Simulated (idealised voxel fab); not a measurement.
Module name: voxel wiring stack (process module)
Displayed cross-section: cut, width of 170 nm, square cells sized 5 nm.
In what follows, cross-sections appear as grids of square cells, described through bands that run from the top down, where every band is one or more rows of cells.
Band: top height; bottom height; in nm. Then, left to right: material with width in nm, for each material. "edge to edge": a single material spanning edge to edge. "empty": empty space.
A quick word on heights: they are counted from 0, and under that level the wafer as it came to us is one material throughout. The lowest band is different from the rest in having no bottom; it simply continues downward, written as in "0 down".
Note: "30..40" means the width goes from the first number (top row of the band) to the second number (bottom row) in equal steps per row of cells.
A step reported as "remained unchanged" is a step in which no cell of the cross-section changed.
The entry "Entrapped voids" lists the empty spaces that cover at least 8 cells and have no open path to the top. Each is written as width x height at distance, where the distance is measured from the left edge and all three values are in nm.
What comes after the settings on a step's line is commentary from the simulator itself on that step.
overlay nm: right-of-plan distance of the mask on a masked step; negative values mean left-of-plan.

BELOW IS THE LIST OF PLANNED PROCESS STEPS
1. RECEIVE: material Si
2. CONFORMAL_DEP: material SiO2, thk nm 15
3. DIRECTIONAL_DEP: material TiN, thk nm 5
4. DIRECTIONAL_DEP: material W, thk nm 20
5. PATTERN: tone cover, mask id METAL_1, material resist, width nm 20, pitch nm 45, thk nm 20, overlay nm 0
6. DIRECTIONAL_ETCH: etch materials W, depth nm 20
7. DIRECTIONAL_ETCH: etch materials TiN, depth nm 5
8. STRIP: etch materials resist
9. CONFORMAL_DEP: material SiCN, thk nm 5
10. FILL_DEP: material lowk, thk nm 10
11. CMP: height nm 40
12. CONFORMAL_DEP: material SiCN, thk nm 5
13. DIRECTIONAL_DEP: material lowk, thk nm 10
14. DIRECTIONAL_DEP: material aC, thk nm 10
15. PATTERN: tone open, mask id PLUG_1, material resist, width nm 15, pitch nm 45, thk nm 30, overlay nm 0
16. DIRECTIONAL_ETCH: etch materials aC, depth nm 10
17. STRIP: etch materials resist
18. DIRECTIONAL_ETCH: etch materials lowk, depth nm 10
19. DIRECTIONAL_ETCH: etch materials SiCN, depth nm 5
20. STRIP: etch materials aC
21. EPI: material Ru, thk nm 10
22. EPI: material Ru, thk nm 5
23. CONFORMAL_DEP: material SiCN, thk nm 5
24. DIRECTIONAL_DEP: material SiO2, thk nm 25
25. DIRECTIONAL_DEP: material aC, thk nm 15
26. PATTERN: tone open, mask id METAL_2, material resist, width nm 20, pitch nm 45, thk nm 30, overlay nm 0
27. DIRECTIONAL_ETCH: etch materials aC, depth nm 15
28. STRIP: etch materials resist
29. DIRECTIONAL_ETCH: etch materials SiO2, depth nm 25
30. DIRECTIONAL_ETCH: etch materials SiCN, depth nm 5
31. STRIP: etch materials aC
32. CONFORMAL_DEP: material TiN, thk nm 5
33. FILL_DEP: material Cu, thk nm 10
34. CMP: height nm 85
35. CONFORMAL_DEP: material SiCN, thk nm 5
36. DIRECTIONAL_DEP: material SiO2, thk nm 30
37. MASKED_ETCH: tone open, mask id METAL_3_HOLES, width nm 15, pitch nm 45, etch materials SiO2, depth nm 30, overlay nm 0
38. MASKED_ETCH: tone open, mask id METAL_3, width nm 20, pitch nm 45, etch materials SiO2, depth nm 20, overlay nm 0
39. MASKED_ETCH: tone open, mask id METAL_3, width nm 20, pitch nm 45, etch materials SiCN, depth nm 5, overlay nm 0
40. CONFORMAL_DEP: material TiN, thk nm 5
41. FILL_DEP: material Ru, thk nm 5
42. CMP: height nm 120
43. CONFORMAL_DEP: material SiCN, thk nm 5
44. DIRECTIONAL_DEP: material SiO2, thk nm 30
45. MASKED_ETCH: tone open, mask id METAL_4_HOLES, width nm 15, pitch nm 90, etch materials SiO2, depth nm 30, overlay nm -15
46. MASKED_ETCH: tone open, mask id METAL_4, width nm 20, pitch nm 45, etch materials SiO2, depth nm 20, overlay nm 0
47. MASKED_ETCH: tone open, mask id METAL_4, width nm 20, pitch nm 45, etch materials SiCN, depth nm 5, overlay nm 0
48. CONFORMAL_DEP: material TiN, thk nm 5
49. FILL_DEP: material Ru, thk nm 5
50. CMP: height nm 155
51. CONFORMAL_DEP: material SiN, thk nm 5
All wafers enter the flow in the same state. The overlay nm at step 45 differs from wafer to wafer, and the plan gives the value for the first wafer.

AFTER STEP 1, AS RECEIVED: FIRST OF SEVERAL WAFERS, CROSS-SECTION
0 down | Si edge to edge
Entrapped voids: none

FIRST OF SEVERAL WAFERS, SECTIONED AT END OF MODULE (LAST STEP: STEP 51)
160 to 155 | SiN edge to edge
155 to 140 | SiO2 15, TiN 5, Ru 25, TiN 5, SiO2 25, TiN 5, Ru 10, TiN 5, SiO2 10, TiN 5, Ru 25, TiN 5, SiO2 30
140 to 135 | SiO2 15, TiN 5, Ru 5, TiN 25, SiO2 25, TiN 20, SiO2 10, TiN 5, Ru 5, TiN 25, SiO2 30
135 to 130 | SiO2 15, TiN 5, Ru 5, TiN 5, SiO2 75, TiN 5, Ru 5, TiN 5, SiO2 50
130 to 125 | SiO2 15, TiN 15, SiO2 75, TiN 15, SiO2 50
125 to 120 | SiCN edge to edge
120 to 105 | SiO2 30, TiN 5, Ru 10, TiN 5, SiO2 25, TiN 5, Ru 10, TiN 5, SiO2 25, TiN 5, Ru 10, TiN 5, SiO2 30
105 to 100 | SiO2 30, TiN 5, Ru 5, TiN 10, SiO2 25, TiN 5, Ru 5, TiN 10, SiO2 25, TiN 5, Ru 5, TiN 10, SiO2 30
100 to 90 | SiO2 30, TiN 5, Ru 5, TiN 5, SiO2 30, TiN 5, Ru 5, TiN 5, SiO2 30, TiN 5, Ru 5, TiN 5, SiO2 35
90 to 85 | SiCN 30, TiN 15, SiCN 30, TiN 15, SiCN 30, TiN 15, SiCN 35
85 to 60 | SiO2 30, TiN 5, Cu 10, TiN 5, SiO2 25, TiN 5, Cu 10, TiN 5, SiO2 25, TiN 5, Cu 10, TiN 5, SiO2 30
60 to 55 | SiCN 30, TiN 20, SiCN 25, TiN 20, SiCN 25, TiN 20, SiCN 30
55 to 45 | lowk 30, Ru 15, lowk 30, Ru 15, lowk 30, Ru 15, lowk 35
45 to 40 | SiCN 30, Ru 15, SiCN 30, Ru 15, SiCN 30, Ru 15, SiCN 35
40 to 20 | lowk 25, SiCN 5, W 20, SiCN 5, lowk 15, SiCN 5, W 20, SiCN 5, lowk 15, SiCN 5, W 20, SiCN 5, lowk 25
20 to 15 | SiCN 30, TiN 20, SiCN 25, TiN 20, SiCN 25, TiN 20, SiCN 30
15 to 0 | SiO2 edge to edge
0 down | Si edge to edge
Entrapped voids: none

A CROSS-SECTION THROUGH THE LAST WAFER AT THE CLOSE OF THE MODULE
160 to 155 | SiN edge to edge
155 to 140 | SiO2 30, TiN 5, Ru 20, TiN 5, SiO2 15, TiN 5, Ru 10, TiN 5, SiO2 25, TiN 5, Ru 20, TiN 5, SiO2 20
140 to 135 | SiO2 30, TiN 20, Ru 5, TiN 5, SiO2 15, TiN 20, SiO2 25, TiN 20, Ru 5, TiN 5, SiO2 20
135 to 130 | SiO2 45, TiN 5, Ru 5, TiN 5, SiO2 75, TiN 5, Ru 5, TiN 5, SiO2 20
130 to 125 | SiO2 45, TiN 15, SiO2 75, TiN 15, SiO2 20
125 to 120 | SiCN 45, TiN 5, SiCN 85, TiN 5, SiCN 30
120 to 105 | SiO2 30, TiN 5, Ru 10, TiN 5, SiO2 25, TiN 5, Ru 10, TiN 5, SiO2 25, TiN 5, Ru 10, TiN 5, SiO2 30
105 to 100 | SiO2 30, TiN 5, Ru 5, TiN 10, SiO2 25, TiN 5, Ru 5, TiN 10, SiO2 25, TiN 5, Ru 5, TiN 10, SiO2 30
100 to 90 | SiO2 30, TiN 5, Ru 5, TiN 5, SiO2 30, TiN 5, Ru 5, TiN 5, SiO2 30, TiN 5, Ru 5, TiN 5, SiO2 35
90 to 85 | SiCN 30, TiN 15, SiCN 30, TiN 15, SiCN 30, TiN 15, SiCN 35
85 to 60 | SiO2 30, TiN 5, Cu 10, TiN 5, SiO2 25, TiN 5, Cu 10, TiN 5, SiO2 25, TiN 5, Cu 10, TiN 5, SiO2 30
60 to 55 | SiCN 30, TiN 20, SiCN 25, TiN 20, SiCN 25, TiN 20, SiCN 30
55 to 45 | lowk 30, Ru 15, lowk 30, Ru 15, lowk 30, Ru 15, lowk 35
45 to 40 | SiCN 30, Ru 15, SiCN 30, Ru 15, SiCN 30, Ru 15, SiCN 35
40 to 20 | lowk 25, SiCN 5, W 20, SiCN 5, lowk 15, SiCN 5, W 20, SiCN 5, lowk 15, SiCN 5, W 20, SiCN 5, lowk 25
20 to 15 | SiCN 30, TiN 20, SiCN 25, TiN 20, SiCN 25, TiN 20, SiCN 30
15 to 0 | SiO2 edge to edge
0 down | Si edge to edge
Entrapped voids: none

PER WAFER, END OF MODULE: CELLS GAINED (+) OR LOST (-) PER MATERIAL SINCE RECEIPT, THEN CLOSED VOIDS
overlay nm -15 | +30 Cu | +94 Ru | +152 SiCN | +34 SiN | +470 SiO2 | +146 TiN | +48 W | +114 lowk | Entrapped voids: none
overlay nm -10 | +30 Cu | +88 Ru | +150 SiCN | +34 SiN | +478 SiO2 | +146 TiN | +48 W | +114 lowk | Entrapped voids: none
overlay nm -5 | +30 Cu | +82 Ru | +148 SiCN | +34 SiN | +486 SiO2 | +146 TiN | +48 W | +114 lowk | Entrapped voids: none
overlay nm 0 | +30 Cu | +78 Ru | +146 SiCN | +34 SiN | +494 SiO2 | +144 TiN | +48 W | +114 lowk | Entrapped voids: none
overlay nm 5 | +30 Cu | +78 Ru | +146 SiCN | +34 SiN | +494 SiO2 | +144 TiN | +48 W | +114 lowk | Entrapped voids: none
overlay nm 10 | +30 Cu | +82 Ru | +148 SiCN | +34 SiN | +486 SiO2 | +146 TiN | +48 W | +114 lowk | Entrapped voids: none
overlay nm 15 | +30 Cu | +88 Ru | +150 SiCN | +34 SiN | +478 SiO2 | +146 TiN | +48 W | +114 lowk | Entrapped voids: none
